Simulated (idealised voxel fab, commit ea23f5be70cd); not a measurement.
The following process module bears the name voxel self aligned vias.
Displayed cross-section: cut, width of 180 nm, square cells sized 5 nm.
This document writes a cross-section as a grid whose cells are square, and gives it as bands, listed from the top down; one or more rows of cells form a band. It is stipulated that each band's entry specify, in nanometres, the height of the top of the band and then that of its bottom, followed by the materials of the band in left-to-right sequence, each together with its width in nanometres. A single material marked by the word "edge to edge" is understood to fill the band from edge to edge; the word "empty" is understood to denote empty space. Counting heights begins at 0, where everything beneath is, in the wafer as received, one material. The lowest band has no bottom; it goes on downwards, as "from 0 down" shows. Width spec "30..40" -> top row of cells at first value, bottom row at second value, equal per-row change in between. The designation "left unchanged", where it is given for a processing step, indicates that no cell of the cross-section was altered in the course of that step. "Enclosed void listing" specifies each empty space that is not open to the top and that occupies no fewer than 8 cells, using the form width x height at distance, the distance measured from the left edge and all three quantities in nm. It should be noted that, on the line of a given step, the content following the step's settings is a remark produced by the simulator itself with respect to that step. "overlay nm", when on a step's line for a step with a mask, measures how far to the right of its planned place the mask lay; a negative measure means to the left. Pairs follow: section before one process step, section after it down to the lowest changed band, step with settings underneath. Pairs may come from different runs of this module on the same starting wafer; continuity with the pair above only as stated in the "Pre-step condition" entry.
**Pre-step condition**
* from 0 down = Si edge to edge
* Enclosed void listing: none
**After the Step**
* from 10 to 0 = SiO2 edge to edge
* For the remainder of the cross-section, below 0, there is no change.
* Enclosed void listing: none
What was done to get from the before section above to the after section? CONFORMAL_DEP (material SiO2; thk nm 10)
Pre-step condition: same picture as after in the pair right above, so we don't repeat it.
**After the Step**
* from 15 to 10 = SiCN edge to edge
* For the remainder of the cross-section, below 10, there is no change.
* Enclosed void listing: none
What was done to get from the before section above to the after section? CONFORMAL_DEP (material SiCN; thk nm 5)
Pre-step condition: same picture as after in the pair right above, so we don't repeat it.
**After the Step**
* from 40 to 15 = SiO2 edge to edge
* For the remainder of the cross-section, below 15, there is no change.
* Enclosed void listing: none
What was done to get from the before section above to the after section? DIRECTIONAL_DEP (material SiO2; thk nm 25)
Pre-step condition: same picture as after in the pair right above, so we don't repeat it.
**After the Step**
* from 60 to 40 = resist (45), then empty (30), then resist (25), then empty (30), then resist (50)
* For the remainder of the cross-section, below 40, there is no change.
* Enclosed void listing: none
What was done to get from the before section above to the after section? PATTERN (tone open; mask id LINES; material resist; width nm 30; pitch nm 55; thk nm 20; overlay nm 0)
Pre-step condition: same picture as after in the pair right above, so we don't repeat it.
**After the Step**
* from 60 to 40 = resist (45), then empty (30), then resist (25), then empty (30), then resist (50)
* from 40 to 15 = SiO2 (45), then empty (30), then SiO2 (25), then empty (30), then SiO2 (50)
* For the remainder of the cross-section, below 15, there is no change.
* Enclosed void listing: none
What was done to get from the before section above to the after section? DIRECTIONAL_ETCH (etch materials SiO2; depth nm 25)
Pre-step condition: same picture as after in the pair right above, so we don't repeat it.
**After the Step**
* from 40 to 15 = SiO2 (45), then empty (30), then SiO2 (25), then empty (30), then SiO2 (50)
* For the remainder of the cross-section, below 15, there is no change.
* Enclosed void listing: none
What was done to get from the before section above to the after section? STRIP (etch materials resist)
Pre-step condition: same picture as after in the pair right above, so we don't repeat it.
**After the Step**
* from 45 to 40 = TiN (50), then empty (20), then TiN (35), then empty (20), then TiN (55)
* from 40 to 20 = SiO2 (45), then TiN (5), then empty (20), then TiN (5), then SiO2 (25), then TiN (5), then empty (20), then TiN (5), then SiO2 (50)
* from 20 to 15 = SiO2 (45), then TiN (30), then SiO2 (25), then TiN (30), then SiO2 (50)
* For the remainder of the cross-section, below 15, there is no change.
* Enclosed void listing: none
What was done to get from the before section above to the after section? CONFORMAL_DEP (material TiN; thk nm 5)
Pre-step condition: same picture as after in the pair right above, so we don't repeat it.
**After the Step**
* from 55 to 45 = W edge to edge
* from 45 to 40 = TiN (50), then W (20), then TiN (35), then W (20), then TiN (55)
* from 40 to 20 = SiO2 (45), then TiN (5), then W (20), then TiN (5), then SiO2 (25), then TiN (5), then W (20), then TiN (5), then SiO2 (50)
* For the remainder of the cross-section, below 20, there is no change.
* Enclosed void listing: none
What was done to get from the before section above to the after section? FILL_DEP (material W; thk nm 10)
Pre-step condition: same picture as after in the pair right above, so we don't repeat it.
**After the Step**
* from 40 to 20 = SiO2 (45), then TiN (5), then W (20), then TiN (5), then SiO2 (25), then TiN (5), then W (20), then TiN (5), then SiO2 (50)
* For the remainder of the cross-section, below 20, there is no change.
* Enclosed void listing: none
What was done to get from the before section above to the after section? CMP (height nm 40)
Pre-step condition: same picture as after in the pair right above, so we don't repeat it.
**After the Step**
* from 40 to 30 = SiO2 (45), then empty (30), then SiO2 (25), then empty (30), then SiO2 (50)
* For the remainder of the cross-section, below 30, there is no change.
* Enclosed void listing: none
What was done to get from the before section above to the after section? SELECTIVE_ETCH (etch materials W Ru TiN; depth nm 10)
Pre-step condition: same picture as after in the pair right above, so we don't repeat it.
**After the Step**
* from 45 to 40 = SiN edge to edge
* from 40 to 30 = SiO2 (45), then SiN (30), then SiO2 (25), then SiN (30), then SiO2 (50)
* For the remainder of the cross-section, below 30, there is no change.
* Enclosed void listing: none
What was done to get from the before section above to the after section? FILL_DEP (material SiN; thk nm 5)
Pre-step condition: same picture as after in the pair right above, so we don't repeat it.
**After the Step**
* from 40 to 30 = SiO2 (45), then SiN (30), then SiO2 (25), then SiN (30), then SiO2 (50)
* For the remainder of the cross-section, below 30, there is no change.
* Enclosed void listing: none
What was done to get from the before section above to the after section? CMP (height nm 40)
Pre-step condition: same picture as after in the pair right above, so we don't repeat it.
**After the Step**
* from 60 to 40 = SiO2 edge to edge
* For the remainder of the cross-section, below 40, there is no change.
* Enclosed void listing: none
What was done to get from the before section above to the after section? DIRECTIONAL_DEP (material SiO2; thk nm 20)
Pre-step condition: same picture as after in the pair right above, so we don't repeat it.
**After the Step**
* from 80 to 60 = resist (40), then empty (40), then resist (15), then empty (40), then resist (45)
* For the remainder of the cross-section, below 60, there is no change.
* Enclosed void listing: none
What was done to get from the before section above to the after section? PATTERN (tone open; mask id VIAS; material resist; width nm 40; pitch nm 55; thk nm 20; overlay nm 0)
Pre-step condition: same picture as after in the pair right above, so we don't repeat it.
**After the Step**
* from 80 to 60 = resist (40), then empty (40), then resist (15), then empty (40), then resist (45)
* from 60 to 40 = SiO2 (40), then empty (40), then SiO2 (15), then empty (40), then SiO2 (45)
* For the remainder of the cross-section, below 40, there is no change.
* Enclosed void listing: none
What was done to get from the before section above to the after section? DIRECTIONAL_ETCH (etch materials SiO2; depth nm 20)
Pre-step condition: same picture as after in the pair right above, so we don't repeat it.
**After the Step**
* from 80 to 60 = resist (40), then empty (40), then resist (15), then empty (40), then resist (45)
* from 60 to 40 = SiO2 (40), then empty (40), then SiO2 (15), then empty (40), then SiO2 (45)
* from 40 to 30 = SiO2 (45), then empty (30), then SiO2 (25), then empty (30), then SiO2 (50)
* For the remainder of the cross-section, below 30, there is no change.
* Enclosed void listing: none
What was done to get from the before section above to the after section? DIRECTIONAL_ETCH (etch materials SiN; depth nm 10)
Pre-step condition: same picture as after in the pair right above, so we don't repeat it.
**After the Step**
* from 60 to 40 = SiO2 (40), then empty (40), then SiO2 (15), then empty (40), then SiO2 (45)
* For the remainder of the cross-section, below 40, there is no change.
* Enclosed void listing: none
What was done to get from the before section above to the after section? STRIP (etch materials resist)
Pre-step condition: same picture as after in the pair right above, so we don't repeat it.
**After the Step**
* from 65 to 60 = TiN (45), then empty (30), then TiN (25), then empty (30), then TiN (50)
* from 60 to 45 = SiO2 (40), then TiN (5), then empty (30), then TiN (5), then SiO2 (15), then TiN (5), then empty (30), then TiN (5), then SiO2 (45)
* from 45 to 35 = SiO2 (40..45), then TiN (10..5), then empty (20), then TiN (10..5), then SiO2 (15..25), then TiN (10..5), then empty (20), then TiN (10..5), then SiO2 (45..50)
* from 35 to 30 = SiO2 (45), then TiN (30), then SiO2 (25), then TiN (30), then SiO2 (50)
* For the remainder of the cross-section, below 30, there is no change.
* Enclosed void listing: none
What was done to get from the before section above to the after section? CONFORMAL_DEP (material TiN; thk nm 5)
Pre-step condition: same picture as after in the pair right above, so we don't repeat it.
**After the Step**
* from 70 to 65 = Cu edge to edge
* from 65 to 60 = TiN (45), then Cu (30), then TiN (25), then Cu (30), then TiN (50)
* from 60 to 45 = SiO2 (40), then TiN (5), then Cu (30), then TiN (5), then SiO2 (15), then TiN (5), then Cu (30), then TiN (5), then SiO2 (45)
* from 45 to 35 = SiO2 (40..45), then TiN (10..5), then Cu (20), then TiN (10..5), then SiO2 (15..25), then TiN (10..5), then Cu (20), then TiN (10..5), then SiO2 (45..50)
* For the remainder of the cross-section, below 35, there is no change.
* Enclosed void listing: none
What was done to get from the before section above to the after section? FILL_DEP (material Cu; thk nm 5)
Pre-step condition: same picture as after in the pair right above, so we don't repeat it.
**After the Step**
* from 60 to 45 = SiO2 (40), then TiN (5), then Cu (30), then TiN (5), then SiO2 (15), then TiN (5), then Cu (30), then TiN (5), then SiO2 (45)
* For the remainder of the cross-section, below 45, there is no change.
* Enclosed void listing: none
What was done to get from the before section above to the after section? CMP (height nm 60)
Pre-step condition: same picture as after in the pair right above, so we don't repeat it.
**After the Step**
* from 65 to 60 = SiN edge to edge
* For the remainder of the cross-section, below 60, there is no change.
* Enclosed void listing: none
What was done to get from the before section above to the after section? CONFORMAL_DEP (material SiN; thk nm 5)
**Pre-step condition**
* from 10 to 0 = SiO2 edge to edge
* from 0 down = Si edge to edge
* Enclosed void listing: none
**After the Step**
* from 35 to 0 = SiO2 edge to edge
* For the remainder of the cross-section, below 0, there is no change.
* Enclosed void listing: none
What was done to get from the before section above to the after section? DIRECTIONAL_DEP (material SiO2; thk nm 25)
Pre-step condition: same picture as after in the pair right above, so we don't repeat it.
**After the Step**
* from 55 to 35 = resist (45), then empty (30), then resist (25), then empty (30), then resist (50)
* For the remainder of the cross-section, below 35, there is no change.
* Enclosed void listing: none
What was done to get from the before section above to the after section? PATTERN (tone open; mask id LINES; material resist; width nm 30; pitch nm 55; thk nm 20; overlay nm 0)
Pre-step condition: same picture as after in the pair right above, so we don't repeat it.
**After the Step**
* from 55 to 35 = resist (45), then empty (30), then resist (25), then empty (30), then resist (50)
* from 35 to 10 = SiO2 (45), then empty (30), then SiO2 (25), then empty (30), then SiO2 (50)
* For the remainder of the cross-section, below 10, there is no change.
* Enclosed void listing: none
What was done to get from the before section above to the after section? DIRECTIONAL_ETCH (etch materials SiO2; depth nm 25)
Pre-step condition: same picture as after in the pair right above, so we don't repeat it.
**After the Step**
* from 35 to 10 = SiO2 (45), then empty (30), then SiO2 (25), then empty (30), then SiO2 (50)
* For the remainder of the cross-section, below 10, there is no change.
* Enclosed void listing: none
What was done to get from the before section above to the after section? STRIP (etch materials resist)
Pre-step condition: same picture as after in the pair right above, so we don't repeat it.
**After the Step**
* from 40 to 35 = TiN (50), then empty (20), then TiN (35), then empty (20), then TiN (55)
* from 35 to 15 = SiO2 (45), then TiN (5), then empty (20), then TiN (5), then SiO2 (25), then TiN (5), then empty (20), then TiN (5), then SiO2 (50)
* from 15 to 10 = SiO2 (45), then TiN (30), then SiO2 (25), then TiN (30), then SiO2 (50)
* For the remainder of the cross-section, below 10, there is no change.
* Enclosed void listing: none
What was done to get from the before section above to the after section? CONFORMAL_DEP (material TiN; thk nm 5)
Pre-step condition: same picture as after in the pair right above, so we don't repeat it.
**After the Step**
* from 50 to 40 = W edge to edge
* from 40 to 35 = TiN (50), then W (20), then TiN (35), then W (20), then TiN (55)
* from 35 to 15 = SiO2 (45), then TiN (5), then W (20), then TiN (5), then SiO2 (25), then TiN (5), then W (20), then TiN (5), then SiO2 (50)
* For the remainder of the cross-section, below 15, there is no change.
* Enclosed void listing: none
What was done to get from the before section above to the after section? FILL_DEP (material W; thk nm 10)
Pre-step condition: same picture as after in the pair right above, so we don't repeat it.
**After the Step**
* from 40 to 35 = TiN (50), then W (20), then TiN (35), then W (20), then TiN (55)
* For the remainder of the cross-section, below 35, there is no change.
* Enclosed void listing: none
What was done to get from the before section above to the after section? CMP (height nm 40)
Pre-step condition: same picture as after in the pair right above, so we don't repeat it.
**After the Step**
* from 35 to 30 = SiO2 (45), then empty (30), then SiO2 (25), then empty (30), then SiO2 (50)
* For the remainder of the cross-section, below 30, there is no change.
* Enclosed void listing: none
What was done to get from the before section above to the after section? SELECTIVE_ETCH (etch materials W Ru TiN; depth nm 10)
Pre-step condition: same picture as after in the pair right above, so we don't repeat it.
**After the Step**
* from 40 to 35 = SiN edge to edge
* from 35 to 30 = SiO2 (45), then SiN (30), then SiO2 (25), then SiN (30), then SiO2 (50)
* For the remainder of the cross-section, below 30, there is no change.
* Enclosed void listing: none
What was done to get from the before section above to the after section? FILL_DEP (material SiN; thk nm 5)
Pre-step condition: same picture as after in the pair right above, so we don't repeat it.
**After the Step**
* from 60 to 40 = SiO2 edge to edge
* For the remainder of the cross-section, below 40, there is no change.
* Enclosed void listing: none
What was done to get from the before section above to the after section? DIRECTIONAL_DEP (material SiO2; thk nm 20)
Pre-step condition: same picture as after in the pair right above, so we don't repeat it.
**After the Step**
* from 80 to 60 = resist (40), then empty (40), then resist (15), then empty (40), then resist (45)
* For the remainder of the cross-section, below 60, there is no change.
* Enclosed void listing: none
What was done to get from the before section above to the after section? PATTERN (tone open; mask id VIAS; material resist; width nm 40; pitch nm 55; thk nm 20; overlay nm 0)
Pre-step condition: same picture as after in the pair right above, so we don't repeat it.
**After the Step**
* from 80 to 60 = resist (40), then empty (40), then resist (15), then empty (40), then resist (45)
* from 60 to 40 = SiO2 (40), then empty (40), then SiO2 (15), then empty (40), then SiO2 (45)
* For the remainder of the cross-section, below 40, there is no change.
* Enclosed void listing: none
What was done to get from the before section above to the after section? DIRECTIONAL_ETCH (etch materials SiO2; depth nm 20)
Pre-step condition: same picture as after in the pair right above, so we don't repeat it.
**After the Step**
* from 80 to 60 = resist (40), then empty (40), then resist (15), then empty (40), then resist (45)
* from 60 to 40 = SiO2 (40), then empty (40), then SiO2 (15), then empty (40), then SiO2 (45)
* from 40 to 35 = SiN (40), then empty (40), then SiN (15), then empty (40), then SiN (45)
* from 35 to 30 = SiO2 (45), then empty (30), then SiO2 (25), then empty (30), then SiO2 (50)
* For the remainder of the cross-section, below 30, there is no change.
* Enclosed void listing: none
What was done to get from the before section above to the after section? DIRECTIONAL_ETCH (etch materials SiN; depth nm 10)
Pre-step condition: same picture as after in the pair right above, so we don't repeat it.
**After the Step**
* from 60 to 40 = SiO2 (40), then empty (40), then SiO2 (15), then empty (40), then SiO2 (45)
* For the remainder of the cross-section, below 40, there is no change.
* Enclosed void listing: none
What was done to get from the before section above to the after section? STRIP (etch materials resist)
Pre-step condition: same picture as after in the pair right above, so we don't repeat it.
**After the Step**
* from 65 to 60 = TiN (45), then empty (30), then TiN (25), then empty (30), then TiN (50)
* from 60 to 40 = SiO2 (40), then TiN (5), then empty (30), then TiN (5), then SiO2 (15), then TiN (5), then empty (30), then TiN (5), then SiO2 (45)
* from 40 to 35 = SiN (40), then TiN (10), then empty (20), then TiN (10), then SiN (15), then TiN (10), then empty (20), then TiN (10), then SiN (45)
* from 35 to 30 = SiO2 (45), then TiN (30), then SiO2 (25), then TiN (30), then SiO2 (50)
* For the remainder of the cross-section, below 30, there is no change.
* Enclosed void listing: none
What was done to get from the before section above to the after section? CONFORMAL_DEP (material TiN; thk nm 5)
Pre-step condition: same picture as after in the pair right above, so we don't repeat it.
**After the Step**
* from 70 to 65 = Cu edge to edge
* from 65 to 60 = TiN (45), then Cu (30), then TiN (25), then Cu (30), then TiN (50)
* from 60 to 40 = SiO2 (40), then TiN (5), then Cu (30), then TiN (5), then SiO2 (15), then TiN (5), then Cu (30), then TiN (5), then SiO2 (45)
* from 40 to 35 = SiN (40), then TiN (10), then Cu (20), then TiN (10), then SiN (15), then TiN (10), then Cu (20), then TiN (10), then SiN (45)
* For the remainder of the cross-section, below 35, there is no change.
* Enclosed void listing: none
What was done to get from the before section above to the after section? FILL_DEP (material Cu; thk nm 5)
Pre-step condition: same picture as after in the pair right above, so we don't repeat it.
**After the Step**
* from 60 to 40 = SiO2 (40), then TiN (5), then Cu (30), then TiN (5), then SiO2 (15), then TiN (5), then Cu (30), then TiN (5), then SiO2 (45)
* For the remainder of the cross-section, below 40, there is no change.
* Enclosed void listing: none
What was done to get from the before section above to the after section? CMP (height nm 60)
Pre-step condition: same picture as after in the pair right above, so we don't repeat it.
**After the Step**
* from 65 to 60 = SiN edge to edge
* For the remainder of the cross-section, below 60, there is no change.
* Enclosed void listing: none
What was done to get from the before section above to the after section? CONFORMAL_DEP (material SiN; thk nm 5)
**Pre-step condition**
* from 80 to 60 = resist (40), then empty (40), then resist (15), then empty (40), then resist (45)
* from 60 to 40 = SiO2 (40), then empty (40), then SiO2 (15), then empty (40), then SiO2 (45)
* from 40 to 30 = SiO2 (45), then SiN (30), then SiO2 (25), then SiN (30), then SiO2 (50)
* from 30 to 20 = SiO2 (45), then TiN (5), then W (20), then TiN (5), then SiO2 (25), then TiN (5), then W (20), then TiN (5), then SiO2 (50)
* from 20 to 15 = SiO2 (45), then TiN (30), then SiO2 (25), then TiN (30), then SiO2 (50)
* from 15 to 10 = SiCN edge to edge
* from 10 to 0 = SiO2 edge to edge
* from 0 down = Si edge to edge
* Enclosed void listing: none
**After the Step**
* from 80 to 60 = resist (40), then empty (40), then resist (15), then empty (40), then resist (45)
* from 60 to 40 = SiO2 (40), then empty (40), then SiO2 (15), then empty (40), then SiO2 (45)
* from 40 to 30 = SiO2 (40), then empty (5), then SiN (30), then empty (5), then SiO2 (15), then empty (5), then SiN (30), then empty (5), then SiO2 (45)
* from 30 to 20 = SiO2 (40), then empty (5), then TiN (5), then W (20), then TiN (5), then empty (5), then SiO2 (15), then empty (5), then TiN (5), then W (20), then TiN (5), then empty (5), then SiO2 (45)
* For the remainder of the cross-section, below 20, there is no change.
* Enclosed void listing: none
What was done to get from the before section above to the after section? DIRECTIONAL_ETCH (etch materials SiO2; depth nm 20)
Pre-step condition: same picture as after in the pair right above, so we don't repeat it.
**After the Step**
* from 80 to 60 = resist (40), then empty (40), then resist (15), then empty (40), then resist (45)
* from 60 to 30 = SiO2 (40), then empty (40), then SiO2 (15), then empty (40), then SiO2 (45)
* For the remainder of the cross-section, below 30, there is no change.
* Enclosed void listing: none
What was done to get from the before section above to the after section? DIRECTIONAL_ETCH (etch materials SiN; depth nm 10)
Pre-step condition: same picture as after in the pair right above, so we don't repeat it.
**After the Step**
* from 60 to 30 = SiO2 (40), then empty (40), then SiO2 (15), then empty (40), then SiO2 (45)
* For the remainder of the cross-section, below 30, there is no change.
* Enclosed void listing: none
What was done to get from the before section above to the after section? STRIP (etch materials resist)
Pre-step condition: same picture as after in the pair right above, so we don't repeat it.
**After the Step**
* from 65 to 60 = TiN (45), then empty (30), then TiN (25), then empty (30), then TiN (50)
* from 60 to 35 = SiO2 (40), then TiN (5), then empty (30), then TiN (5), then SiO2 (15), then TiN (5), then empty (30), then TiN (5), then SiO2 (45)
* from 35 to 30 = SiO2 (40), then TiN (40), then SiO2 (15), then TiN (40), then SiO2 (45)
* from 30 to 20 = SiO2 (40), then TiN (10), then W (20), then TiN (10), then SiO2 (15), then TiN (10), then W (20), then TiN (10), then SiO2 (45)
* For the remainder of the cross-section, below 20, there is no change.
* Enclosed void listing: none
What was done to get from the before section above to the after section? CONFORMAL_DEP (material TiN; thk nm 5)
Pre-step condition: same picture as after in the pair right above, so we don't repeat it.
**After the Step**
* from 70 to 65 = Cu edge to edge
* from 65 to 60 = TiN (45), then Cu (30), then TiN (25), then Cu (30), then TiN (50)
* from 60 to 35 = SiO2 (40), then TiN (5), then Cu (30), then TiN (5), then SiO2 (15), then TiN (5), then Cu (30), then TiN (5), then SiO2 (45)
* For the remainder of the cross-section, below 35, there is no change.
* Enclosed void listing: none
What was done to get from the before section above to the after section? FILL_DEP (material Cu; thk nm 5)
Pre-step condition: same picture as after in the pair right above, so we don't repeat it.
**After the Step**
* from 60 to 35 = SiO2 (40), then TiN (5), then Cu (30), then TiN (5), then SiO2 (15), then TiN (5), then Cu (30), then TiN (5), then SiO2 (45)
* For the remainder of the cross-section, below 35, there is no change.
* Enclosed void listing: none
What was done to get from the before section above to the after section? CMP (height nm 60)
Pre-step condition: same picture as after in the pair right above, so we don't repeat it.
**After the Step**
* from 65 to 60 = SiN edge to edge
* For the remainder of the cross-section, below 60, there is no change.
* Enclosed void listing: none
What was done to get from the before section above to the after section? CONFORMAL_DEP (material SiN; thk nm 5)
**Pre-step condition**
* from 0 down = Si edge to edge
* Enclosed void listing: none
**After the Step**
* from 5 to 0 = SiCN edge to edge
* For the remainder of the cross-section, below 0, there is no change.
* Enclosed void listing: none
What was done to get from the before section above to the after section? CONFORMAL_DEP (material SiCN; thk nm 5)
Pre-step condition: same picture as after in the pair right above, so we don't repeat it.
**After the Step**
* from 15 to 5 = SiO2 edge to edge
* For the remainder of the cross-section, below 5, there is no change.
* Enclosed void listing: none
What was done to get from the before section above to the after section? CONFORMAL_DEP (material SiO2; thk nm 10)
Pre-step condition: same picture as after in the pair right above, so we don't repeat it.
**After the Step**
* from 40 to 5 = SiO2 edge to edge
* For the remainder of the cross-section, below 5, there is no change.
* Enclosed void listing: none
What was done to get from the before section above to the after section? DIRECTIONAL_DEP (material SiO2; thk nm 25)
Pre-step condition: same picture as after in the pair right above, so we don't repeat it.
**After the Step**
* from 60 to 40 = resist (45), then empty (30), then resist (25), then empty (30), then resist (50)
* For the remainder of the cross-section, below 40, there is no change.
* Enclosed void listing: none
What was done to get from the before section above to the after section? PATTERN (tone open; mask id LINES; material resist; width nm 30; pitch nm 55; thk nm 20; overlay nm 0)
Pre-step condition: same picture as after in the pair right above, so we don't repeat it.
**After the Step**
* from 60 to 40 = resist (45), then empty (30), then resist (25), then empty (30), then resist (50)
* from 40 to 15 = SiO2 (45), then empty (30), then SiO2 (25), then empty (30), then SiO2 (50)
* For the remainder of the cross-section, below 15, there is no change.
* Enclosed void listing: none
What was done to get from the before section above to the after section? DIRECTIONAL_ETCH (etch materials SiO2; depth nm 25)
Pre-step condition: same picture as after in the pair right above, so we don't repeat it.
**After the Step**
* from 40 to 15 = SiO2 (45), then empty (30), then SiO2 (25), then empty (30), then SiO2 (50)
* For the remainder of the cross-section, below 15, there is no change.
* Enclosed void listing: none
What was done to get from the before section above to the after section? STRIP (etch materials resist)
Pre-step condition: same picture as after in the pair right above, so we don't repeat it.
**After the Step**
* from 45 to 40 = TiN (50), then empty (20), then TiN (35), then empty (20), then TiN (55)
* from 40 to 20 = SiO2 (45), then TiN (5), then empty (20), then TiN (5), then SiO2 (25), then TiN (5), then empty (20), then TiN (5), then SiO2 (50)
* from 20 to 15 = SiO2 (45), then TiN (30), then SiO2 (25), then TiN (30), then SiO2 (50)
* For the remainder of the cross-section, below 15, there is no change.
* Enclosed void listing: none
What was done to get from the before section above to the after section? CONFORMAL_DEP (material TiN; thk nm 5)
Pre-step condition: same picture as after in the pair right above, so we don't repeat it.
**After the Step**
* from 55 to 45 = W edge to edge
* from 45 to 40 = TiN (50), then W (20), then TiN (35), then W (20), then TiN (55)
* from 40 to 20 = SiO2 (45), then TiN (5), then W (20), then TiN (5), then SiO2 (25), then TiN (5), then W (20), then TiN (5), then SiO2 (50)
* For the remainder of the cross-section, below 20, there is no change.
* Enclosed void listing: none
What was done to get from the before section above to the after section? FILL_DEP (material W; thk nm 10)
Pre-step condition: same picture as after in the pair right above, so we don't repeat it.
**After the Step**
* from 40 to 20 = SiO2 (45), then TiN (5), then W (20), then TiN (5), then SiO2 (25), then TiN (5), then W (20), then TiN (5), then SiO2 (50)
* For the remainder of the cross-section, below 20, there is no change.
* Enclosed void listing: none
What was done to get from the before section above to the after section? CMP (height nm 40)
Pre-step condition: same picture as after in the pair right above, so we don't repeat it.
**After the Step**
* from 40 to 30 = SiO2 (45), then empty (30), then SiO2 (25), then empty (30), then SiO2 (50)
* For the remainder of the cross-section, below 30, there is no change.
* Enclosed void listing: none
What was done to get from the before section above to the after section? SELECTIVE_ETCH (etch materials W Ru TiN; depth nm 10)
Pre-step condition: same picture as after in the pair right above, so we don't repeat it.
**After the Step**
* from 45 to 40 = SiN edge to edge
* from 40 to 30 = SiO2 (45), then SiN (30), then SiO2 (25), then SiN (30), then SiO2 (50)
* For the remainder of the cross-section, below 30, there is no change.
* Enclosed void listing: none
What was done to get from the before section above to the after section? FILL_DEP (material SiN; thk nm 5)
Pre-step condition: same picture as after in the pair right above, so we don't repeat it.
**After the Step**
* from 40 to 30 = SiO2 (45), then SiN (30), then SiO2 (25), then SiN (30), then SiO2 (50)
* For the remainder of the cross-section, below 30, there is no change.
* Enclosed void listing: none
What was done to get from the before section above to the after section? CMP (height nm 40)
Pre-step condition: same picture as after in the pair right above, so we don't repeat it.
**After the Step**
* from 60 to 40 = SiO2 edge to edge
* For the remainder of the cross-section, below 40, there is no change.
* Enclosed void listing: none
What was done to get from the before section above to the after section? DIRECTIONAL_DEP (material SiO2; thk nm 20)
Pre-step condition: same picture as after in the pair right above, so we don't repeat it.
**After the Step**
* from 80 to 60 = resist (40), then empty (40), then resist (15), then empty (40), then resist (45)
* For the remainder of the cross-section, below 60, there is no change.
* Enclosed void listing: none
What was done to get from the before section above to the after section? PATTERN (tone open; mask id VIAS; material resist; width nm 40; pitch nm 55; thk nm 20; overlay nm 0)
Pre-step condition: same picture as after in the pair right above, so we don't repeat it.
**After the Step**
* from 80 to 60 = resist (40), then empty (40), then resist (15), then empty (40), then resist (45)
* from 60 to 40 = SiO2 (40), then empty (40), then SiO2 (15), then empty (40), then SiO2 (45)
* For the remainder of the cross-section, below 40, there is no change.
* Enclosed void listing: none
What was done to get from the before section above to the after section? DIRECTIONAL_ETCH (etch materials SiO2; depth nm 20)
Pre-step condition: same picture as after in the pair right above, so we don't repeat it.
**After the Step**
* from 80 to 60 = resist (40), then empty (40), then resist (15), then empty (40), then resist (45)
* from 60 to 40 = SiO2 (40), then empty (40), then SiO2 (15), then empty (40), then SiO2 (45)
* from 40 to 30 = SiO2 (45), then empty (30), then SiO2 (25), then empty (30), then SiO2 (50)
* For the remainder of the cross-section, below 30, there is no change.
* Enclosed void listing: none
What was done to get from the before section above to the after section? DIRECTIONAL_ETCH (etch materials SiN; depth nm 10)
Pre-step condition: same picture as after in the pair right above, so we don't repeat it.
**After the Step**
* from 60 to 40 = SiO2 (40), then empty (40), then SiO2 (15), then empty (40), then SiO2 (45)
* For the remainder of the cross-section, below 40, there is no change.
* Enclosed void listing: none
What was done to get from the before section above to the after section? STRIP (etch materials resist)
Pre-step condition: same picture as after in the pair right above, so we don't repeat it.
**After the Step**
* from 65 to 60 = TiN (45), then empty (30), then TiN (25), then empty (30), then TiN (50)
* from 60 to 45 = SiO2 (40), then TiN (5), then empty (30), then TiN (5), then SiO2 (15), then TiN (5), then empty (30), then TiN (5), then SiO2 (45)
* from 45 to 35 = SiO2 (40..45), then TiN (10..5), then empty (20), then TiN (10..5), then SiO2 (15..25), then TiN (10..5), then empty (20), then TiN (10..5), then SiO2 (45..50)
* from 35 to 30 = SiO2 (45), then TiN (30), then SiO2 (25), then TiN (30), then SiO2 (50)
* For the remainder of the cross-section, below 30, there is no change.
* Enclosed void listing: none
What was done to get from the before section above to the after section? CONFORMAL_DEP (material TiN; thk nm 5)
Pre-step condition: same picture as after in the pair right above, so we don't repeat it.
**After the Step**
* from 70 to 65 = Cu edge to edge
* from 65 to 60 = TiN (45), then Cu (30), then TiN (25), then Cu (30), then TiN (50)
* from 60 to 45 = SiO2 (40), then TiN (5), then Cu (30), then TiN (5), then SiO2 (15), then TiN (5), then Cu (30), then TiN (5), then SiO2 (45)
* from 45 to 35 = SiO2 (40..45), then TiN (10..5), then Cu (20), then TiN (10..5), then SiO2 (15..25), then TiN (10..5), then Cu (20), then TiN (10..5), then SiO2 (45..50)
* For the remainder of the cross-section, below 35, there is no change.
* Enclosed void listing: none
What was done to get from the before section above to the after section? FILL_DEP (material Cu; thk nm 5)
Pre-step condition: same picture as after in the pair right above, so we don't repeat it.
**After the Step**
* from 60 to 45 = SiO2 (40), then TiN (5), then Cu (30), then TiN (5), then SiO2 (15), then TiN (5), then Cu (30), then TiN (5), then SiO2 (45)
* For the remainder of the cross-section, below 45, there is no change.
* Enclosed void listing: none
What was done to get from the before section above to the after section? CMP (height nm 60)
Pre-step condition: same picture as after in the pair right above, so we don't repeat it.
**After the Step**
* from 65 to 60 = SiN edge to edge
* For the remainder of the cross-section, below 60, there is no change.
* Enclosed void listing: none
What was done to get from the before section above to the after section? CONFORMAL_DEP (material SiN; thk nm 5)
**Pre-step condition**
* from 60 to 40 = SiO2 (40), then empty (40), then SiO2 (15), then empty (40), then SiO2 (45)
* from 40 to 30 = SiO2 (45), then empty (30), then SiO2 (25), then empty (30), then SiO2 (50)
* from 30 to 20 = SiO2 (45), then TiN (5), then W (20), then TiN (5), then SiO2 (25), then TiN (5), then W (20), then TiN (5), then SiO2 (50)
* from 20 to 15 = SiO2 (45), then TiN (30), then SiO2 (25), then TiN (30), then SiO2 (50)
* from 15 to 10 = SiCN edge to edge
* from 10 to 0 = SiO2 edge to edge
* from 0 down = Si edge to edge
* Enclosed void listing: none
**After the Step**
* from 75 to 60 = TiN (55), then empty (10), then TiN (45), then empty (10), then TiN (60)
* from 60 to 55 = SiO2 (40), then TiN (15), then empty (10), then TiN (15), then SiO2 (15), then TiN (15), then empty (10), then TiN (15), then SiO2 (45)
* from 55 to 40 = SiO2 (40), then TiN (40), then SiO2 (15), then TiN (40), then SiO2 (45)
* from 40 to 30 = SiO2 (45), then TiN (30), then SiO2 (25), then TiN (30), then SiO2 (50)
* For the remainder of the cross-section, below 30, there is no change.
* Enclosed void listing: none
What was done to get from the before section above to the after section? CONFORMAL_DEP (material TiN; thk nm 15)
Pre-step condition: same picture as after in the pair right above, so we don't repeat it.
**After the Step**
* from 80 to 75 = Cu edge to edge
* from 75 to 60 = TiN (55), then Cu (10), then TiN (45), then Cu (10), then TiN (60)
* from 60 to 55 = SiO2 (40), then TiN (15), then Cu (10), then TiN (15), then SiO2 (15), then TiN (15), then Cu (10), then TiN (15), then SiO2 (45)
* For the remainder of the cross-section, below 55, there is no change.
* Enclosed void listing: none
What was done to get from the before section above to the after section? FILL_DEP (material Cu; thk nm 5)
